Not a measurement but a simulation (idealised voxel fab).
process module | voxel gate over fins
cross-section cut | 155 nm wide | cells 5 nm
A cross-section is a grid of square cells, given in bands from the top down. A band is one or more rows of cells.
Each band's line starts with the height of the band's top and of its bottom, in nm. Then come its materials from left to right, each with its width in nm. One material with "throughout" fills the band from edge to edge. "air" is empty space.
Height 0 is the level under which the wafer as received is all one material. The lowest band goes on downwards, as in "0 down".
A width such as "30 to 40" changes by the same amount from each row of cells to the next, from the band's top row to its bottom row.
"no change" after a step means that no cell of the cross-section changed.
closed voids: empty space of 8 cells or more with no open way to the top, each as width x height at its distance from the left edge, in nm
after a step's settings: what the simulator itself notes on the step
overlay nm, on a step with a mask: how far to the right of its planned place the mask lay; to the left if negative
plan
1 op RECEIVE | material Si
2 op CONFORMAL_DEP | material SiN | thk nm 5
3 op MASKED_ETCH | tone cover | mask id FINS | width nm 15 | pitch nm 50 | etch materials SiN | depth nm 5 | overlay nm 0
4 op MASKED_ETCH | tone cover | mask id FINS | width nm 15 | pitch nm 50 | etch materials Si | depth nm 30 | overlay nm 0
5 op FILL_DEP | material SiO2 | thk nm 5
6 op CMP | height nm 5
7 op DIRECTIONAL_DEP | material aC | thk nm 10
8 op PATTERN | tone open | mask id RAIL | material resist | width nm 15 | thk nm 30 | overlay nm 0
9 op DIRECTIONAL_ETCH | etch materials aC | depth nm 10
10 op STRIP | etch materials resist
11 op DIRECTIONAL_ETCH | etch materials SiO2 | depth nm 30
12 op STRIP | etch materials aC
13 op CONFORMAL_DEP | material TiN | thk nm 5
14 op FILL_DEP | material W | thk nm 10
15 op CMP | height nm 5
16 op SELECTIVE_ETCH | etch materials W Ru TiN | depth nm 20
17 op FILL_DEP | material SiO2 | thk nm 5
18 op CMP | height nm 5
19 op SELECTIVE_ETCH | etch materials SiO2 | depth nm 15
20 op STRIP | etch materials SiN
21 op CONFORMAL_DEP | material HfO2 | thk nm 5
22 op CONFORMAL_DEP | material TiN | thk nm 5
23 op FILL_DEP | material W | thk nm 10
24 op CMP | height nm 15
25 op CONFORMAL_DEP | material SiCN | thk nm 10
as received, after step 1
  0 down: Si throughout
  closed voids: none
a wafer at the end: this start, this plan, one mistake
  25 to 15: SiCN throughout
  15 to 10: W throughout
  10 to 5: W 10 | TiN 35 | W 15 | TiN 35 | W 15 | TiN 35 | W 10
  5 to 0: W 10 | TiN 5 | HfO2 25 | TiN 5 | W 15 | TiN 5 | HfO2 25 | TiN 5 | W 15 | TiN 5 | HfO2 25 | TiN 5 | W 10
  0 to -5: W 10 | TiN 5 | HfO2 5 | Si 15 | HfO2 5 | TiN 5 | W 15 | TiN 5 | HfO2 5 | Si 15 | HfO2 5 | TiN 5 | W 15 | TiN 5 | HfO2 5 | Si 15 | HfO2 5 | TiN 5 | W 10
  -5 to -10: W 10 | TiN 5 | HfO2 5 | Si 15 | HfO2 5 | TiN 25 | HfO2 5 | Si 15 | HfO2 5 | TiN 5 | W 15 | TiN 5 | HfO2 5 | Si 15 | HfO2 5 | TiN 5 | W 10
  -10 to -15: W 10 | TiN 5 | HfO2 5 | Si 15 | HfO2 35 | Si 15 | HfO2 5 | TiN 5 | W 15 | TiN 5 | HfO2 5 | Si 15 | HfO2 5 | TiN 5 | W 10
  -15 to -20: TiN 15 | HfO2 5 | Si 15 | HfO2 10 | TiN 5 | W 5 | TiN 5 | HfO2 10 | Si 15 | HfO2 5 | TiN 25 | HfO2 5 | Si 15 | HfO2 5 | TiN 15
  -20 to -25: HfO2 20 | Si 15 | HfO2 10 | TiN 15 | HfO2 10 | Si 15 | HfO2 35 | Si 15 | HfO2 20
  -25 to -30: SiO2 20 | Si 15 | SiO2 35 | Si 15 | SiO2 35 | Si 15 | SiO2 20
  -30 down: Si throughout
  closed voids: none
what went wrong: step 19 was run twice
